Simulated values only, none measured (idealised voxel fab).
Process module heading - voxel self aligned contacts
Xsec cut, 175 nm wide, square cell size 5 nm.
For the purposes of this document, a cross-section shall be understood as a grid of square cells, specified as bands listed in top-to-bottom order, each band consisting of one or more rows of cells.
Each band's line starts with the height of the band's top and of its bottom, in nm. Then come its materials from left to right, each with its width in nm. One material with "throughout" fills the band from edge to edge. "empty" is empty space.
Heights are expressed relative to 0, this being the level below which the as-received wafer comprises one material exclusively. The lowest band is unbounded in the downward direction and is denoted as in "0 nm and below".
The expression "30 to 40" gives the width at the extremes of the band, the first number at its top row of cells and the second at its bottom row, with the width changing by equal amounts from each row to the next in between.
What does "remains unaltered" mean for a step? It means no cell of the cross-section changed in that step.
"closed voids" lists enclosed empty spaces (at least 8 cells, no open path upward to the top), each as width x height at distance from the left edge, in nm.
Step line, after settings: the simulator's comment on this step.
Regarding "overlay nm": on a step with a mask, it is the distance the mask lay to the right of its planned place; a negative value places it to the left.

**Process steps (planned)**
1. RECEIVE | material Si
2. CONFORMAL_DEP | material SiO2 | thk nm 5
3. DIRECTIONAL_DEP | material polySi | thk nm 25
4. DIRECTIONAL_DEP | material SiN | thk nm 15
5. DIRECTIONAL_DEP | material aC | thk nm 10
6. PATTERN | tone cover | mask id GATE | material resist | width nm 25 | pitch nm 60 | thk nm 25 | overlay nm 0
7. DIRECTIONAL_ETCH | etch materials aC | depth nm 10
8. STRIP | etch materials resist
9. DIRECTIONAL_ETCH | etch materials SiN | depth nm 15
10. DIRECTIONAL_ETCH | etch materials polySi | depth nm 25
11. STRIP | etch materials aC
12. CONFORMAL_DEP | material SiN | thk nm 5
13. DIRECTIONAL_ETCH | etch materials SiN | depth nm 5
14. FILL_DEP | material SiO2 | thk nm 15
15. CMP | height nm 50
16. MASKED_ETCH | tone open | mask id CONTACT | width nm 45 | etch materials SiO2 | depth nm 50 | overlay nm 0
17. CONFORMAL_DEP | material TiN | thk nm 5
18. FILL_DEP | material W | thk nm 5
19. CMP | height nm 50
20. CONFORMAL_DEP | material SiCN | thk nm 5

**The cross-section here shows the wafer as received, i.e. in its state after step 1**
	0 nm and below: Si throughout
	closed voids: none

**Run as planned - first of the two wafers cross-sectioned at the end of the module**
	55 nm to 50 nm: SiCN throughout
	50 nm to 45 nm: 65 nm SiO2, 15 nm TiN, 15 nm W, 15 nm TiN, 65 nm SiO2
	45 nm to 30 nm: 40 nm SiO2, 35 nm SiN, 5 nm TiN, 15 nm W, 5 nm TiN, 35 nm SiN, 40 nm SiO2
	30 nm to 5 nm: 40 nm SiO2, 5 nm SiN, 25 nm polySi, 5 nm SiN, 5 nm TiN, 15 nm W, 5 nm TiN, 5 nm SiN, 25 nm polySi, 5 nm SiN, 40 nm SiO2
	5 nm to 0 nm: 75 nm SiO2, 25 nm TiN, 75 nm SiO2
	0 nm and below: Si throughout
	closed voids: none

**Wafer two (of two), end-of-module cross-section: start = wafer one, plan = wafer one, one run mistake**
	55 nm to 50 nm: SiCN throughout
	50 nm to 35 nm: 40 nm SiO2, 5 nm SiN, 25 nm polySi, 5 nm SiN, 5 nm TiN, 15 nm W, 5 nm TiN, 5 nm SiN, 25 nm polySi, 5 nm SiN, 40 nm SiO2
	35 nm to 30 nm: 40 nm SiO2, 5 nm SiN, 25 nm polySi, 5 nm SiN, 25 nm TiN, 5 nm SiN, 25 nm polySi, 5 nm SiN, 40 nm SiO2
	30 nm to 5 nm: polySi throughout
	5 nm to 0 nm: SiO2 throughout
	0 nm and below: Si throughout
	closed voids: none
Deviation noted in wafer processing: regarding the plan, step 3 was run twice
It is noted that, at the conclusion of processing, the second wafer exhibits a higher or lower cell count for certain materials relative to the first: SiN: 46 fewer; SiO2: 85 fewer; TiN: 16 fewer; W: 18 fewer; polySi: 165 more
